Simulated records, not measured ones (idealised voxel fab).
Name of the process module below: voxel spacer lines
Shown is cross-section cut, with a width of 175 nm and square cells of size 5 nm.
Think of the cross-section as a grid of square cells. We describe it in bands, top to bottom, and each band covers one or more rows of those cells.
The band entry comprises the height of the band's top followed by the height of its bottom, expressed in nm, and subsequently the band's materials from left to right, each stated together with its width in nm. Where a single material is marked with the word "all across", that material fills the band from edge to edge. The word "empty" represents empty space.
Measure heights from 0. That's the level where, below it, the as-received wafer is all one material. The lowest band is bottomless and extends downward; write it as in "from 0 down".
A two-number width, for instance "30->40", indicates that the width is equal to the first number in the top row of the band and to the second number in the bottom row, and that it changes by a constant amount per row of cells.
"no alterations made" -> step changed no cross-section cell.
Voids not open to the top, 8 cells minimum: see "Sealed internal cavities". Written width x height at distance; distance is from the left edge; nm.
Read whatever lies past the settings on a step's line as the simulator's own remark about the step.
"overlay nm" answers the question of how far to the right of plan the mask lay on a step that has a mask, and when it is negative the answer is to the left.
# So here's the lineup of process steps we planned
1 RECEIVE with material Si
2 CONFORMAL_DEP with material Al2O3, thk nm 10
3 DIRECTIONAL_DEP with material polySi, thk nm 20
4 DIRECTIONAL_DEP with material aC, thk nm 30
5 PATTERN with tone cover, mask id MANDREL, material resist, width nm 20, pitch nm 60, thk nm 40, overlay nm -15
6 DIRECTIONAL_ETCH with etch materials aC, depth nm 30
7 STRIP with etch materials resist
8 CONFORMAL_DEP with material SiN, thk nm 10
9 DIRECTIONAL_ETCH with etch materials SiN, depth nm 10
10 STRIP with etch materials aC
11 DIRECTIONAL_ETCH with etch materials polySi, depth nm 20
12 STRIP with etch materials SiN
13 FILL_DEP with material SiO2, thk nm 5
14 CMP with height nm 30
The value of overlay nm given for step 5 in the plan refers to the first wafer; the wafers vary in this setting and are alike at the start.
# Cross-section of the first of several wafers on receipt, reflecting completion of step 1
- from 0 down  Si all across
- Sealed internal cavities: none
# At the end of the module, after its last step, step 14, the first of several wafers appears in cross-section as follows
- from 30 to 10  SiO2 20 nm, polySi 10 nm, SiO2 20 nm, polySi 10 nm, SiO2 20 nm, polySi 10 nm, SiO2 20 nm, polySi 10 nm, SiO2 55 nm
- from 10 to 0  Al2O3 all across
- from 0 down  Si all across
- Sealed internal cavities: none
# The final wafer, sectioned at module end
- from 30 to 10  SiO2 50 nm, polySi 10 nm, SiO2 20 nm, polySi 10 nm, SiO2 20 nm, polySi 10 nm, SiO2 20 nm, polySi 10 nm, SiO2 25 nm
- from 10 to 0  Al2O3 all across
- from 0 down  Si all across
- Sealed internal cavities: none
# End of module, by wafer: material-by-material cell gain (+) or loss (-) since receipt, then closed voids
overlay nm -15, +70 Al2O3, +108 SiO2, +32 polySi, Sealed internal cavities: none
overlay nm -10, +70 Al2O3, +108 SiO2, +32 polySi, Sealed internal cavities: none
overlay nm -5, +70 Al2O3, +108 SiO2, +32 polySi, Sealed internal cavities: none
overlay nm 0, +70 Al2O3, +108 SiO2, +32 polySi, Sealed internal cavities: none
overlay nm 5, +70 Al2O3, +108 SiO2, +32 polySi, Sealed internal cavities: none
overlay nm 10, +70 Al2O3, +108 SiO2, +32 polySi, Sealed internal cavities: none
overlay nm 15, +70 Al2O3, +108 SiO2, +32 polySi, Sealed internal cavities: none
